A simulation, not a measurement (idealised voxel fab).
Process module in this document: voxel tone inversion
270 nm wide, 5 nm square cells: that's cross-section cut.
Cross-section layout: square cells on a grid; listed as bands, top to bottom; a band spans one or more cell rows.
The entry gives the band's vertical extent as a top height and a bottom height in nm, then its horizontal make-up as materials from left to right, each with a width in nm. "empty" stands for empty space; a single material marked "everywhere" fills the band edge to edge.
Counting heights begins at 0, where everything beneath is, in the wafer as received, one material. The lowest band has no bottom; it goes on downwards, as "0 down" shows.
So if you see something like "30->40" for the width, read it as the top row of the band sitting at the first number and the bottom row at the second, with every row in between moving by the same amount as the last.
"remains unaltered" after a step means that no cell of the cross-section changed.
"Fully closed voids" enumerates empty spaces isolated from the top, with no open way to it, that contain at least 8 cells, giving each as width x height at distance from the left edge, all three in nm.
Whatever follows a step's settings on its line is a remark the simulator itself makes about that step.
Among the settings permitted on a step's line is "overlay nm"; applied to a step with a mask, it specifies the extent to which the mask lay to the right of its planned position, whereas a negative figure signifies a position to the left.
# Below is the list of planned process steps
1: RECEIVE with material Si
2: CONFORMAL_DEP with material SiCN, thk nm 5
3: DIRECTIONAL_DEP with material polySi, thk nm 15
4: PATTERN with tone cover, mask id POSTS, material resist, width nm 25, pitch nm 45, thk nm 25, overlay nm 0
5: DIRECTIONAL_ETCH with etch materials polySi, depth nm 15
6: STRIP with etch materials resist
7: FILL_DEP with material lowk, thk nm 5
8: CMP with height nm 20
9: STRIP with etch materials polySi
Same starting wafers, different thk nm at step 2. Plan value belongs to the first wafer.
# Cross-section: the first of several wafers in its as-received state, i.e. following step 1
  0 down: Si everywhere
  Fully closed voids: none
# Row per wafer, end-of-module: cell gain (+)/loss (-) by material since the wafer came in, then closed voids
thk nm 5 | +54 SiCN | +117 lowk | Fully closed voids: none
thk nm 10 | +108 SiCN | +78 lowk | Fully closed voids: none
thk nm 15 | +162 SiCN | +39 lowk | Fully closed voids: none
thk nm 20 | +216 SiCN | Fully closed voids: none
